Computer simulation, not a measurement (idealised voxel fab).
Module name: voxel spacer lines (process module)
We display cut, a cross-section 295 nm in width whose square cells are each 5 nm.
This document writes a cross-section as a grid whose cells are square, and gives it as bands, listed from the top down; one or more rows of cells form a band. Quick guide to a band line: top height, bottom height (nm) up front; then every material left to right with its width in nm. Only one material and it's marked "edge to edge"? Then it fills the band edge to edge. And "air" just means empty space. Heights are reckoned from 0. Under this level, the received wafer is all of one material. The bottommost band is open-ended downward, for example "z 0 and below". Width: "30->40" (first number = top row, second number = bottom row, same change from row to row of cells). "no alterations made" (step): cross-section cells unchanged, all of them. You'll see "Closed void list" listing empty spaces that have no way open to the top, as long as they're 8 cells or more; the notation is width x height at distance, where the distance is from the left edge, and all of it is in nm. Heads up: the bit after the settings on a step's line is the simulator's remark on that step. You can add "overlay nm" to a step's line. For a step with a mask, it describes how far the mask lay to the right of its planned position, and a negative number describes a lay to the left. Reading key. Pairs: pre-step and post-step cross-section, one process step apart; post-step view only to lowest changed band. Step between + settings: beneath pair. Runs: pairs may be from different runs of this module, same starting wafer. Continuation from pair above: only where "Pre-processing view" entry says.
### Pre-processing view
> z 0 and below = Si edge to edge
> Closed void list: none
### Post-Step Appearance
> z 10 to 0 = Al2O3 edge to edge
> At heights below 0, the structure remains unaltered.
> Closed void list: none
Process step separating the two views above: CONFORMAL_DEP (material Al2O3; thk nm 10)
Pre-processing view: The structure entering this step is exactly what the pair just above shows after its step.
### Post-Step Appearance
> z 25 to 10 = TiN edge to edge
> At heights below 10, the structure remains unaltered.
> Closed void list: none
Process step separating the two views above: DIRECTIONAL_DEP (material TiN; thk nm 15)
Pre-processing view: The structure entering this step is exactly what the pair just above shows after its step.
### Post-Step Appearance
> z 55 to 25 = polySi edge to edge
> At heights below 25, the structure remains unaltered.
> Closed void list: none
Process step separating the two views above: DIRECTIONAL_DEP (material polySi; thk nm 30)
Pre-processing view: The structure entering this step is exactly what the pair just above shows after its step.
### Post-Step Appearance
> z 90 to 55 = 115 air  15 resist  35 air  15 resist  115 air
> At heights below 55, the structure remains unaltered.
> Closed void list: none
Process step separating the two views above: PATTERN (tone cover; mask id MANDREL; material resist; width nm 15; pitch nm 50; thk nm 35; overlay nm 0)
Pre-processing view: The structure entering this step is exactly what the pair just above shows after its step.
### Post-Step Appearance
> z 90 to 55 = 115 air  15 resist  35 air  15 resist  115 air
> z 55 to 25 = 115 air  15 polySi  35 air  15 polySi  115 air
> At heights below 25, the structure remains unaltered.
> Closed void list: none
Process step separating the two views above: DIRECTIONAL_ETCH (etch materials polySi; depth nm 30)
Pre-processing view: The structure entering this step is exactly what the pair just above shows after its step.
### Post-Step Appearance
> z 55 to 25 = 115 air  15 polySi  35 air  15 polySi  115 air
> At heights below 25, the structure remains unaltered.
> Closed void list: none
Process step separating the two views above: STRIP (etch materials resist)
Pre-processing view: The structure entering this step is exactly what the pair just above shows after its step.
### Post-Step Appearance
> z 65 to 55 = 105 air  35 SiN  15 air  35 SiN  105 air
> z 55 to 35 = 105 air  10 SiN  15 polySi  10 SiN  15 air  10 SiN  15 polySi  10 SiN  105 air
> z 35 to 25 = 115 SiN  15 polySi  35 SiN  15 polySi  115 SiN
> At heights below 25, the structure remains unaltered.
> Closed void list: none
Process step separating the two views above: CONFORMAL_DEP (material SiN; thk nm 10)
Pre-processing view: The structure entering this step is exactly what the pair just above shows after its step.
### Post-Step Appearance
> z 55 to 25 = 105 air  10 SiN  15 polySi  10 SiN  15 air  10 SiN  15 polySi  10 SiN  105 air
> At heights below 25, the structure remains unaltered.
> Closed void list: none
Process step separating the two views above: DIRECTIONAL_ETCH (etch materials SiN; depth nm 10)
Pre-processing view: The structure entering this step is exactly what the pair just above shows after its step.
### Post-Step Appearance
> z 55 to 25 = 105 air  10 SiN  15 air  10 SiN  15 air  10 SiN  15 air  10 SiN  105 air
> At heights below 25, the structure remains unaltered.
> Closed void list: none
Process step separating the two views above: STRIP (etch materials polySi)
Pre-processing view: The structure entering this step is exactly what the pair just above shows after its step.
### Post-Step Appearance
> z 55 to 25 = 105 air  10 SiN  15 air  10 SiN  15 air  10 SiN  15 air  10 SiN  105 air
> z 25 to 10 = 105 air  10 TiN  15 air  10 TiN  15 air  10 TiN  15 air  10 TiN  105 air
> At heights below 10, the structure remains unaltered.
> Closed void list: none
Process step separating the two views above: DIRECTIONAL_ETCH (etch materials TiN; depth nm 15)
Pre-processing view: The structure entering this step is exactly what the pair just above shows after its step.
### Post-Step Appearance
> z 25 to 10 = 105 air  10 TiN  15 air  10 TiN  15 air  10 TiN  15 air  10 TiN  105 air
> At heights below 10, the structure remains unaltered.
> Closed void list: none
Process step separating the two views above: STRIP (etch materials SiN)
Pre-processing view: The structure entering this step is exactly what the pair just above shows after its step.
### Post-Step Appearance
> z 35 to 25 = SiO2 edge to edge
> z 25 to 10 = 105 SiO2  10 TiN  15 SiO2  10 TiN  15 SiO2  10 TiN  15 SiO2  10 TiN  105 SiO2
> At heights below 10, the structure remains unaltered.
> Closed void list: none
Process step separating the two views above: FILL_DEP (material SiO2; thk nm 10)
Pre-processing view: The structure entering this step is exactly what the pair just above shows after its step.
### Post-Step Appearance
> z 25 to 10 = 105 SiO2  10 TiN  15 SiO2  10 TiN  15 SiO2  10 TiN  15 SiO2  10 TiN  105 SiO2
> At heights below 10, the structure remains unaltered.
> Closed void list: none
Process step separating the two views above: CMP (height nm 25)
### Pre-processing view
> z 0 and below = Si edge to edge
> Closed void list: none
### Post-Step Appearance
> z 15 to 0 = TiN edge to edge
> At heights below 0, the structure remains unaltered.
> Closed void list: none
Process step separating the two views above: DIRECTIONAL_DEP (material TiN; thk nm 15)
Pre-processing view: The structure entering this step is exactly what the pair just above shows after its step.
### Post-Step Appearance
> z 45 to 15 = polySi edge to edge
> At heights below 15, the structure remains unaltered.
> Closed void list: none
Process step separating the two views above: DIRECTIONAL_DEP (material polySi; thk nm 30)
Pre-processing view: The structure entering this step is exactly what the pair just above shows after its step.
### Post-Step Appearance
> z 80 to 45 = 115 air  15 resist  35 air  15 resist  115 air
> At heights below 45, the structure remains unaltered.
> Closed void list: none
Process step separating the two views above: PATTERN (tone cover; mask id MANDREL; material resist; width nm 15; pitch nm 50; thk nm 35; overlay nm 0)
Pre-processing view: The structure entering this step is exactly what the pair just above shows after its step.
### Post-Step Appearance
> z 80 to 45 = 115 air  15 resist  35 air  15 resist  115 air
> z 45 to 15 = 115 air  15 polySi  35 air  15 polySi  115 air
> At heights below 15, the structure remains unaltered.
> Closed void list: none
Process step separating the two views above: DIRECTIONAL_ETCH (etch materials polySi; depth nm 30)
Pre-processing view: The structure entering this step is exactly what the pair just above shows after its step.
### Post-Step Appearance
> z 45 to 15 = 115 air  15 polySi  35 air  15 polySi  115 air
> At heights below 15, the structure remains unaltered.
> Closed void list: none
Process step separating the two views above: STRIP (etch materials resist)
Pre-processing view: The structure entering this step is exactly what the pair just above shows after its step.
### Post-Step Appearance
> z 55 to 45 = 105 air  35 SiN  15 air  35 SiN  105 air
> z 45 to 25 = 105 air  10 SiN  15 polySi  10 SiN  15 air  10 SiN  15 polySi  10 SiN  105 air
> z 25 to 15 = 115 SiN  15 polySi  35 SiN  15 polySi  115 SiN
> At heights below 15, the structure remains unaltered.
> Closed void list: none
Process step separating the two views above: CONFORMAL_DEP (material SiN; thk nm 10)
Pre-processing view: The structure entering this step is exactly what the pair just above shows after its step.
### Post-Step Appearance
> z 45 to 15 = 105 air  10 SiN  15 polySi  10 SiN  15 air  10 SiN  15 polySi  10 SiN  105 air
> At heights below 15, the structure remains unaltered.
> Closed void list: none
Process step separating the two views above: DIRECTIONAL_ETCH (etch materials SiN; depth nm 10)
Pre-processing view: The structure entering this step is exactly what the pair just above shows after its step.
### Post-Step Appearance
> z 45 to 15 = 105 air  10 SiN  15 air  10 SiN  15 air  10 SiN  15 air  10 SiN  105 air
> At heights below 15, the structure remains unaltered.
> Closed void list: none
Process step separating the two views above: STRIP (etch materials polySi)
Pre-processing view: The structure entering this step is exactly what the pair just above shows after its step.
### Post-Step Appearance
> z 45 to 15 = 105 air  10 SiN  15 air  10 SiN  15 air  10 SiN  15 air  10 SiN  105 air
> z 15 to 0 = 105 air  10 TiN  15 air  10 TiN  15 air  10 TiN  15 air  10 TiN  105 air
> At heights below 0, the structure remains unaltered.
> Closed void list: none
Process step separating the two views above: DIRECTIONAL_ETCH (etch materials TiN; depth nm 15)
Pre-processing view: The structure entering this step is exactly what the pair just above shows after its step.
### Post-Step Appearance
> z 15 to 0 = 105 air  10 TiN  15 air  10 TiN  15 air  10 TiN  15 air  10 TiN  105 air
> At heights below 0, the structure remains unaltered.
> Closed void list: none
Process step separating the two views above: STRIP (etch materials SiN)
Pre-processing view: The structure entering this step is exactly what the pair just above shows after its step.
### Post-Step Appearance
> z 25 to 15 = SiO2 edge to edge
> z 15 to 0 = 105 SiO2  10 TiN  15 SiO2  10 TiN  15 SiO2  10 TiN  15 SiO2  10 TiN  105 SiO2
> At heights below 0, the structure remains unaltered.
> Closed void list: none
Process step separating the two views above: FILL_DEP (material SiO2; thk nm 10)
### Pre-processing view
> z 15 to 0 = TiN edge to edge
> z 0 and below = Si edge to edge
> Closed void list: none
### Post-Step Appearance
> z 25 to 15 = Al2O3 edge to edge
> At heights below 15, the structure remains unaltered.
> Closed void list: none
Process step separating the two views above: CONFORMAL_DEP (material Al2O3; thk nm 10)
Pre-processing view: The structure entering this step is exactly what the pair just above shows after its step.
### Post-Step Appearance
> z 55 to 25 = polySi edge to edge
> At heights below 25, the structure remains unaltered.
> Closed void list: none
Process step separating the two views above: DIRECTIONAL_DEP (material polySi; thk nm 30)
Pre-processing view: The structure entering this step is exactly what the pair just above shows after its step.
### Post-Step Appearance
> z 90 to 55 = 115 air  15 resist  35 air  15 resist  115 air
> At heights below 55, the structure remains unaltered.
> Closed void list: none
Process step separating the two views above: PATTERN (tone cover; mask id MANDREL; material resist; width nm 15; pitch nm 50; thk nm 35; overlay nm 0)
Pre-processing view: The structure entering this step is exactly what the pair just above shows after its step.
### Post-Step Appearance
> z 90 to 55 = 115 air  15 resist  35 air  15 resist  115 air
> z 55 to 25 = 115 air  15 polySi  35 air  15 polySi  115 air
> At heights below 25, the structure remains unaltered.
> Closed void list: none
Process step separating the two views above: DIRECTIONAL_ETCH (etch materials polySi; depth nm 30)
Pre-processing view: The structure entering this step is exactly what the pair just above shows after its step.
### Post-Step Appearance
> z 55 to 25 = 115 air  15 polySi  35 air  15 polySi  115 air
> At heights below 25, the structure remains unaltered.
> Closed void list: none
Process step separating the two views above: STRIP (etch materials resist)
Pre-processing view: The structure entering this step is exactly what the pair just above shows after its step.
### Post-Step Appearance
> z 65 to 55 = 105 air  35 SiN  15 air  35 SiN  105 air
> z 55 to 35 = 105 air  10 SiN  15 polySi  10 SiN  15 air  10 SiN  15 polySi  10 SiN  105 air
> z 35 to 25 = 115 SiN  15 polySi  35 SiN  15 polySi  115 SiN
> At heights below 25, the structure remains unaltered.
> Closed void list: none
Process step separating the two views above: CONFORMAL_DEP (material SiN; thk nm 10)
Pre-processing view: The structure entering this step is exactly what the pair just above shows after its step.
### Post-Step Appearance
> z 55 to 25 = 105 air  10 SiN  15 polySi  10 SiN  15 air  10 SiN  15 polySi  10 SiN  105 air
> At heights below 25, the structure remains unaltered.
> Closed void list: none
Process step separating the two views above: DIRECTIONAL_ETCH (etch materials SiN; depth nm 10)
Pre-processing view: The structure entering this step is exactly what the pair just above shows after its step.
### Post-Step Appearance
> z 55 to 25 = 105 air  10 SiN  15 air  10 SiN  15 air  10 SiN  15 air  10 SiN  105 air
> At heights below 25, the structure remains unaltered.
> Closed void list: none
Process step separating the two views above: STRIP (etch materials polySi)
Pre-processing view: The structure entering this step is exactly what the pair just above shows after its step.
### Post-Step Appearance
> z 25 to 15 = Al2O3 edge to edge
> At heights below 15, the structure remains unaltered.
> Closed void list: none
Process step separating the two views above: STRIP (etch materials SiN)
Pre-processing view: The structure entering this step is exactly what the pair just above shows after its step.
### Post-Step Appearance
> z 35 to 25 = SiO2 edge to edge
> At heights below 25, the structure remains unaltered.
> Closed void list: none
Process step separating the two views above: FILL_DEP (material SiO2; thk nm 10)
Pre-processing view: The structure entering this step is exactly what the pair just above shows after its step.
### Post-Step Appearance
> z 25 to 15 = Al2O3 edge to edge
> At heights below 15, the structure remains unaltered.
> Closed void list: none
Process step separating the two views above: CMP (height nm 25)
### Pre-processing view
> z 55 to 25 = 115 air  15 polySi  35 air  15 polySi  115 air
> z 25 to 10 = TiN edge to edge
> z 10 to 0 = Al2O3 edge to edge
> z 0 and below = Si edge to edge
> Closed void list: none
### Post-Step Appearance
> z 60 to 55 = 110 air  25 SiN  25 air  25 SiN  110 air
> z 55 to 30 = 110 air  5 SiN  15 polySi  5 SiN  25 air  5 SiN  15 polySi  5 SiN  110 air
> z 30 to 25 = 115 SiN  15 polySi  35 SiN  15 polySi  115 SiN
> At heights below 25, the structure remains unaltered.
> Closed void list: none
Process step separating the two views above: CONFORMAL_DEP (material SiN; thk nm 5)
Pre-processing view: The structure entering this step is exactly what the pair just above shows after its step.
### Post-Step Appearance
> z 55 to 50 = 115 air  15 polySi  35 air  15 polySi  115 air
> z 50 to 25 = 110 air  5 SiN  15 polySi  5 SiN  25 air  5 SiN  15 polySi  5 SiN  110 air
> At heights below 25, the structure remains unaltered.
> Closed void list: none
Process step separating the two views above: DIRECTIONAL_ETCH (etch materials SiN; depth nm 10)
Pre-processing view: The structure entering this step is exactly what the pair just above shows after its step.
### Post-Step Appearance
> z 50 to 25 = 110 air  5 SiN  15 air  5 SiN  25 air  5 SiN  15 air  5 SiN  110 air
> At heights below 25, the structure remains unaltered.
> Closed void list: none
Process step separating the two views above: STRIP (etch materials polySi)
Pre-processing view: The structure entering this step is exactly what the pair just above shows after its step.
### Post-Step Appearance
> z 50 to 25 = 110 air  5 SiN  15 air  5 SiN  25 air  5 SiN  15 air  5 SiN  110 air
> z 25 to 10 = 110 air  5 TiN  15 air  5 TiN  25 air  5 TiN  15 air  5 TiN  110 air
> At heights below 10, the structure remains unaltered.
> Closed void list: none
Process step separating the two views above: DIRECTIONAL_ETCH (etch materials TiN; depth nm 15)
Pre-processing view: The structure entering this step is exactly what the pair just above shows after its step.
### Post-Step Appearance
> z 25 to 10 = 110 air  5 TiN  15 air  5 TiN  25 air  5 TiN  15 air  5 TiN  110 air
> At heights below 10, the structure remains unaltered.
> Closed void list: none
Process step separating the two views above: STRIP (etch materials SiN)
Pre-processing view: The structure entering this step is exactly what the pair just above shows after its step.
### Post-Step Appearance
> z 35 to 25 = SiO2 edge to edge
> z 25 to 10 = 110 SiO2  5 TiN  15 SiO2  5 TiN  25 SiO2  5 TiN  15 SiO2  5 TiN  110 SiO2
> At heights below 10, the structure remains unaltered.
> Closed void list: none
Process step separating the two views above: FILL_DEP (material SiO2; thk nm 10)
Pre-processing view: The structure entering this step is exactly what the pair just above shows after its step.
### Post-Step Appearance
> z 25 to 10 = 110 SiO2  5 TiN  15 SiO2  5 TiN  25 SiO2  5 TiN  15 SiO2  5 TiN  110 SiO2
> At heights below 10, the structure remains unaltered.
> Closed void list: none
Process step separating the two views above: CMP (height nm 25)
### Pre-processing view
> z 55 to 25 = polySi edge to edge
> z 25 to 10 = TiN edge to edge
> z 10 to 0 = Al2O3 edge to edge
> z 0 and below = Si edge to edge
> Closed void list: none
### Post-Step Appearance
> z 90 to 55 = 110 air  25 resist  25 air  25 resist  110 air
> At heights below 55, the structure remains unaltered.
> Closed void list: none
Process step separating the two views above: PATTERN (tone cover; mask id MANDREL; material resist; width nm 25; pitch nm 50; thk nm 35; overlay nm 0)
Pre-processing view: The structure entering this step is exactly what the pair just above shows after its step.
### Post-Step Appearance
> z 90 to 55 = 110 air  25 resist  25 air  25 resist  110 air
> z 55 to 25 = 110 air  25 polySi  25 air  25 polySi  110 air
> At heights below 25, the structure remains unaltered.
> Closed void list: none
Process step separating the two views above: DIRECTIONAL_ETCH (etch materials polySi; depth nm 30)
Pre-processing view: The structure entering this step is exactly what the pair just above shows after its step.
### Post-Step Appearance
> z 55 to 25 = 110 air  25 polySi  25 air  25 polySi  110 air
> At heights below 25, the structure remains unaltered.
> Closed void list: none
Process step separating the two views above: STRIP (etch materials resist)
Pre-processing view: The structure entering this step is exactly what the pair just above shows after its step.
### Post-Step Appearance
> z 65 to 55 = 100 air  45 SiN  5 air  45 SiN  100 air
> z 55 to 35 = 100 air  10 SiN  25 polySi  10 SiN  5 air  10 SiN  25 polySi  10 SiN  100 air
> z 35 to 25 = 110 SiN  25 polySi  25 SiN  25 polySi  110 SiN
> At heights below 25, the structure remains unaltered.
> Closed void list: none
Process step separating the two views above: CONFORMAL_DEP (material SiN; thk nm 10)
Pre-processing view: The structure entering this step is exactly what the pair just above shows after its step.
### Post-Step Appearance
> z 55 to 25 = 100 air  10 SiN  25 polySi  10 SiN  5 air  10 SiN  25 polySi  10 SiN  100 air
> At heights below 25, the structure remains unaltered.
> Closed void list: none
Process step separating the two views above: DIRECTIONAL_ETCH (etch materials SiN; depth nm 10)
Pre-processing view: The structure entering this step is exactly what the pair just above shows after its step.
### Post-Step Appearance
> z 55 to 25 = 100 air  10 SiN  25 air  10 SiN  5 air  10 SiN  25 air  10 SiN  100 air
> At heights below 25, the structure remains unaltered.
> Closed void list: none
Process step separating the two views above: STRIP (etch materials polySi)
Pre-processing view: The structure entering this step is exactly what the pair just above shows after its step.
### Post-Step Appearance
> z 55 to 25 = 100 air  10 SiN  25 air  10 SiN  5 air  10 SiN  25 air  10 SiN  100 air
> z 25 to 10 = 100 air  10 TiN  25 air  10 TiN  5 air  10 TiN  25 air  10 TiN  100 air
> At heights below 10, the structure remains unaltered.
> Closed void list: none
Process step separating the two views above: DIRECTIONAL_ETCH (etch materials TiN; depth nm 15)
Pre-processing view: The structure entering this step is exactly what the pair just above shows after its step.
### Post-Step Appearance
> z 25 to 10 = 100 air  10 TiN  25 air  10 TiN  5 air  10 TiN  25 air  10 TiN  100 air
> At heights below 10, the structure remains unaltered.
> Closed void list: none
Process step separating the two views above: STRIP (etch materials SiN)
Pre-processing view: The structure entering this step is exactly what the pair just above shows after its step.
### Post-Step Appearance
> z 35 to 25 = SiO2 edge to edge
> z 25 to 10 = 100 SiO2  10 TiN  25 SiO2  10 TiN  5 SiO2  10 TiN  25 SiO2  10 TiN  100 SiO2
> At heights below 10, the structure remains unaltered.
> Closed void list: none
Process step separating the two views above: FILL_DEP (material SiO2; thk nm 10)
Pre-processing view: The structure entering this step is exactly what the pair just above shows after its step.
### Post-Step Appearance
> z 25 to 10 = 100 SiO2  10 TiN  25 SiO2  10 TiN  5 SiO2  10 TiN  25 SiO2  10 TiN  100 SiO2
> At heights below 10, the structure remains unaltered.
> Closed void list: none
Process step separating the two views above: CMP (height nm 25)
### Pre-processing view
> z 55 to 25 = polySi edge to edge
> z 25 to 10 = TiN edge to edge
> z 10 to 0 = Al2O3 edge to edge
> z 0 and below = Si edge to edge
> Closed void list: none
### Post-Step Appearance
> z 90 to 55 = 125 air  15 resist  35 air  15 resist  105 air
> At heights below 55, the structure remains unaltered.
> Closed void list: none
Process step separating the two views above: PATTERN (tone cover; mask id MANDREL; material resist; width nm 15; pitch nm 50; thk nm 35; overlay nm 10)
Pre-processing view: The structure entering this step is exactly what the pair just above shows after its step.
### Post-Step Appearance
> z 90 to 55 = 125 air  15 resist  35 air  15 resist  105 air
> z 55 to 25 = 125 air  15 polySi  35 air  15 polySi  105 air
> At heights below 25, the structure remains unaltered.
> Closed void list: none
Process step separating the two views above: DIRECTIONAL_ETCH (etch materials polySi; depth nm 30)
Pre-processing view: The structure entering this step is exactly what the pair just above shows after its step.
### Post-Step Appearance
> z 55 to 25 = 125 air  15 polySi  35 air  15 polySi  105 air
> At heights below 25, the structure remains unaltered.
> Closed void list: none
Process step separating the two views above: STRIP (etch materials resist)
Pre-processing view: The structure entering this step is exactly what the pair just above shows after its step.
### Post-Step Appearance
> z 65 to 55 = 115 air  35 SiN  15 air  35 SiN  95 air
> z 55 to 35 = 115 air  10 SiN  15 polySi  10 SiN  15 air  10 SiN  15 polySi  10 SiN  95 air
> z 35 to 25 = 125 SiN  15 polySi  35 SiN  15 polySi  105 SiN
> At heights below 25, the structure remains unaltered.
> Closed void list: none
Process step separating the two views above: CONFORMAL_DEP (material SiN; thk nm 10)
Pre-processing view: The structure entering this step is exactly what the pair just above shows after its step.
### Post-Step Appearance
> z 55 to 25 = 115 air  10 SiN  15 polySi  10 SiN  15 air  10 SiN  15 polySi  10 SiN  95 air
> At heights below 25, the structure remains unaltered.
> Closed void list: none
Process step separating the two views above: DIRECTIONAL_ETCH (etch materials SiN; depth nm 10)
Pre-processing view: The structure entering this step is exactly what the pair just above shows after its step.
### Post-Step Appearance
> z 55 to 25 = 115 air  10 SiN  15 air  10 SiN  15 air  10 SiN  15 air  10 SiN  95 air
> At heights below 25, the structure remains unaltered.
> Closed void list: none
Process step separating the two views above: STRIP (etch materials polySi)
Pre-processing view: The structure entering this step is exactly what the pair just above shows after its step.
### Post-Step Appearance
> z 55 to 25 = 115 air  10 SiN  15 air  10 SiN  15 air  10 SiN  15 air  10 SiN  95 air
> z 25 to 10 = 115 air  10 TiN  15 air  10 TiN  15 air  10 TiN  15 air  10 TiN  95 air
> At heights below 10, the structure remains unaltered.
> Closed void list: none
Process step separating the two views above: DIRECTIONAL_ETCH (etch materials TiN; depth nm 15)
Pre-processing view: The structure entering this step is exactly what the pair just above shows after its step.
### Post-Step Appearance
> z 25 to 10 = 115 air  10 TiN  15 air  10 TiN  15 air  10 TiN  15 air  10 TiN  95 air
> At heights below 10, the structure remains unaltered.
> Closed void list: none
Process step separating the two views above: STRIP (etch materials SiN)
Pre-processing view: The structure entering this step is exactly what the pair just above shows after its step.
### Post-Step Appearance
> z 35 to 25 = SiO2 edge to edge
> z 25 to 10 = 115 SiO2  10 TiN  15 SiO2  10 TiN  15 SiO2  10 TiN  15 SiO2  10 TiN  95 SiO2
> At heights below 10, the structure remains unaltered.
> Closed void list: none
Process step separating the two views above: FILL_DEP (material SiO2; thk nm 10)
Pre-processing view: The structure entering this step is exactly what the pair just above shows after its step.
### Post-Step Appearance
> z 25 to 10 = 115 SiO2  10 TiN  15 SiO2  10 TiN  15 SiO2  10 TiN  15 SiO2  10 TiN  95 SiO2
> At heights below 10, the structure remains unaltered.
> Closed void list: none
Process step separating the two views above: CMP (height nm 25)
### Pre-processing view
> z 25 to 10 = 105 air  10 TiN  15 air  10 TiN  15 air  10 TiN  15 air  10 TiN  105 air
> z 10 to 0 = Al2O3 edge to edge
> z 0 and below = Si edge to edge
> Closed void list: none
### Post-Step Appearance
> z 35 to 25 = Al2O3 edge to edge
> z 25 to 10 = 105 Al2O3  10 TiN  15 Al2O3  10 TiN  15 Al2O3  10 TiN  15 Al2O3  10 TiN  105 Al2O3
> At heights below 10, the structure remains unaltered.
> Closed void list: none
Process step separating the two views above: FILL_DEP (material Al2O3; thk nm 10)
Pre-processing view: The structure entering this step is exactly what the pair just above shows after its step.
### Post-Step Appearance
> z 25 to 10 = 105 Al2O3  10 TiN  15 Al2O3  10 TiN  15 Al2O3  10 TiN  15 Al2O3  10 TiN  105 Al2O3
> At heights below 10, the structure remains unaltered.
> Closed void list: none
Process step separating the two views above: CMP (height nm 25)
